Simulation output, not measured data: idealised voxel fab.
Process module heading - voxel self aligned contacts
Pictured: cross-section cut, 250 nm wide, on a grid of 5 nm square cells.
Just so we're on the same page, the cross-sections are grids of square cells, and they're listed out in bands top to bottom, each band one or more rows deep.
In this notation a band is specified by the heights of its top and bottom, in that order and in nm, after which its materials appear from left to right, each paired with its width in nm. The word "everywhere" attached to a single material means that material fills the band from edge to edge; the word "air" stands for empty space.
The reference from which all heights are counted is 0, the level beneath which the as-received wafer is entirely one material; the lowest band, having no lower bound, proceeds downward and is written after the example "0 down".
A width given as "30->40" starts at the first number in the band's top row and ends at the second number in its bottom row, shifting by an equal amount at every step from row to row.
Any step labelled "same as before" changed none of the cells in the cross-section.
Empty spaces counting at least 8 cells and having no open way to the top are listed in "Listed closed voids". The notation width x height at distance is used for each, the distance being from the left edge and all three values in nm.
It should be noted that, on the line of a given step, the content following the step's settings is a remark produced by the simulator itself with respect to that step.
If you see "overlay nm" on a step's line and that step has a mask, it's telling you how far right of where it was planned the mask ended up; a negative number means it went left instead.
**The steps planned for the process are as follows**
1. RECEIVE | material Si
2. CONFORMAL_DEP | material SiO2 | thk nm 5
3. DIRECTIONAL_DEP | material polySi | thk nm 25
4. DIRECTIONAL_DEP | material SiN | thk nm 20
5. DIRECTIONAL_DEP | material aC | thk nm 10
6. PATTERN | tone cover | mask id GATE | material resist | width nm 35 | pitch nm 70 | thk nm 30 | overlay nm 0
7. DIRECTIONAL_ETCH | etch materials aC | depth nm 10
8. STRIP | etch materials resist
9. DIRECTIONAL_ETCH | etch materials SiN | depth nm 20
10. DIRECTIONAL_ETCH | etch materials polySi | depth nm 25
11. STRIP | etch materials aC
12. CONFORMAL_DEP | material SiN | thk nm 5
13. DIRECTIONAL_ETCH | etch materials SiN | depth nm 5
14. FILL_DEP | material SiO2 | thk nm 15
15. CMP | height nm 60
16. DIRECTIONAL_DEP | material aC | thk nm 10
17. PATTERN | tone open | mask id CONTACT | material resist | width nm 55 | pitch nm 70 | thk nm 25 | overlay nm 0
18. DIRECTIONAL_ETCH | etch materials aC | depth nm 10
19. STRIP | etch materials resist
20. DIRECTIONAL_ETCH | etch materials SiO2 | depth nm 60
21. STRIP | etch materials aC
22. CONFORMAL_DEP | material TiN | thk nm 5
23. FILL_DEP | material Ru | thk nm 10
24. CMP | height nm 60
25. CONFORMAL_DEP | material SiN | thk nm 5
**Incoming wafer, cross-sectional view, post step 1**
	0 down = Si everywhere
	Listed closed voids: none
**The first of two wafers, cross-sectioned at the end of the module, with the run proceeding as planned**
	65 to 60 = SiN everywhere
	60 to 50 = SiO2 60 nm / TiN 5->20 nm / Ru 45->15 nm / TiN 5->20 nm / SiO2 15 nm / TiN 5->20 nm / Ru 45->15 nm / TiN 5->20 nm / SiO2 65 nm
	50 to 30 = SiO2 30 nm / SiN 45 nm / TiN 5 nm / Ru 15 nm / TiN 5 nm / SiN 45 nm / TiN 5 nm / Ru 15 nm / TiN 5 nm / SiN 45 nm / SiO2 35 nm
	30 to 5 = SiO2 30 nm / SiN 5 nm / polySi 35 nm / SiN 5 nm / TiN 5 nm / Ru 15 nm / TiN 5 nm / SiN 5 nm / polySi 35 nm / SiN 5 nm / TiN 5 nm / Ru 15 nm / TiN 5 nm / SiN 5 nm / polySi 35 nm / SiN 5 nm / SiO2 35 nm
	5 to 0 = SiO2 75 nm / TiN 25 nm / SiO2 45 nm / TiN 25 nm / SiO2 80 nm
	0 down = Si everywhere
	Listed closed voids: none
**Here's the second of our two wafers sectioned at module end. Same start as the first, same plan, but one mistake got made running it**
	65 to 60 = SiN everywhere
	60 to 55 = Ru 55 nm / TiN 5 nm / SiO2 55 nm / TiN 5 nm / Ru 5 nm / TiN 5 nm / SiO2 55 nm / TiN 5 nm / Ru 60 nm
	55 to 50 = Ru 25 nm / TiN 35 nm / SiO2 55 nm / TiN 15 nm / SiO2 55 nm / TiN 35 nm / Ru 30 nm
	50 to 30 = Ru 25 nm / TiN 5 nm / SiN 45 nm / SiO2 25 nm / SiN 45 nm / SiO2 25 nm / SiN 45 nm / TiN 5 nm / Ru 30 nm
	30 to 5 = Ru 25 nm / TiN 5 nm / SiN 5 nm / polySi 35 nm / SiN 5 nm / SiO2 25 nm / SiN 5 nm / polySi 35 nm / SiN 5 nm / SiO2 25 nm / SiN 5 nm / polySi 35 nm / SiN 5 nm / TiN 5 nm / Ru 30 nm
	5 to 0 = TiN 30 nm / SiO2 185 nm / TiN 35 nm
	0 down = Si everywhere
	Listed closed voids: none
Want to know what went wrong? step 17 ran differently from the plan; actual operation with settings: PATTERN | tone cover | mask id CONTACT | material resist | width nm 55 | pitch nm 70 | thk nm 25 | overlay nm 0
It is noted that, at the conclusion of processing, the second wafer exhibits a higher or lower cell count for certain materials relative to the first: Ru +56; SiO2 -42; TiN -14
